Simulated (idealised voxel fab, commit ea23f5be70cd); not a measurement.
process module | voxel local oxidation
cross-section cut | 295 nm wide | cells 5 nm
A cross-section is a grid of square cells, given in bands from the top down. A band is one or more rows of cells.
Each band's line starts with the height of the band's top and of its bottom, in nm. Then come its materials from left to right, each with its width in nm. One material with "throughout" fills the band from edge to edge. "air" is empty space.
Height 0 is the level under which the wafer as received is all one material. The lowest band goes on downwards, as in "0 down".
A width such as "30 to 40" changes by the same amount from each row of cells to the next, from the band's top row to its bottom row.
"no change" after a step means that no cell of the cross-section changed.
closed voids: empty space of 8 cells or more with no open way to the top, each as width x height at its distance from the left edge, in nm
after a step's settings: what the simulator itself notes on the step
overlay nm, on a step with a mask: how far to the right of its planned place the mask lay; to the left if negative
plan
1 op RECEIVE | material Si
2 op CONFORMAL_DEP | material SiO2 | thk nm 5
3 op CONFORMAL_DEP | material SiN | thk nm 10
4 op DIRECTIONAL_DEP | material aC | thk nm 15
5 op PATTERN | tone cover | mask id ACTIVE | material resist | width nm 100 | pitch nm 130 | thk nm 35 | overlay nm 0
6 op DIRECTIONAL_ETCH | etch materials aC | depth nm 15
7 op STRIP | etch materials resist
8 op DIRECTIONAL_ETCH | etch materials SiN | depth nm 10
9 op STRIP | etch materials aC
10 op SELECTIVE_ETCH | etch materials SiO2 | depth nm 5
11 op OXIDIZE | depth nm 10
12 op STRIP | etch materials SiN
as received, after step 1
  0 down: Si throughout
  closed voids: none
first wafer at the end, as planned
  5 to 0: air 35 | SiO2 90 | air 40 | SiO2 90 | air 40
  0 to -10: SiO2 45 | Si 70 | SiO2 60 | Si 70 | SiO2 50
  -10 down: Si throughout
  closed voids: none
second wafer at the end: like start, like plan, one mistake
  0 to -10: SiO2 40 | Si 80 | SiO2 50 | Si 80 | SiO2 45
  -10 down: Si throughout
  closed voids: none
what went wrong: step 2 was left out
at the end the second wafer has, in cells: 8 more of Si | 44 fewer of SiO2
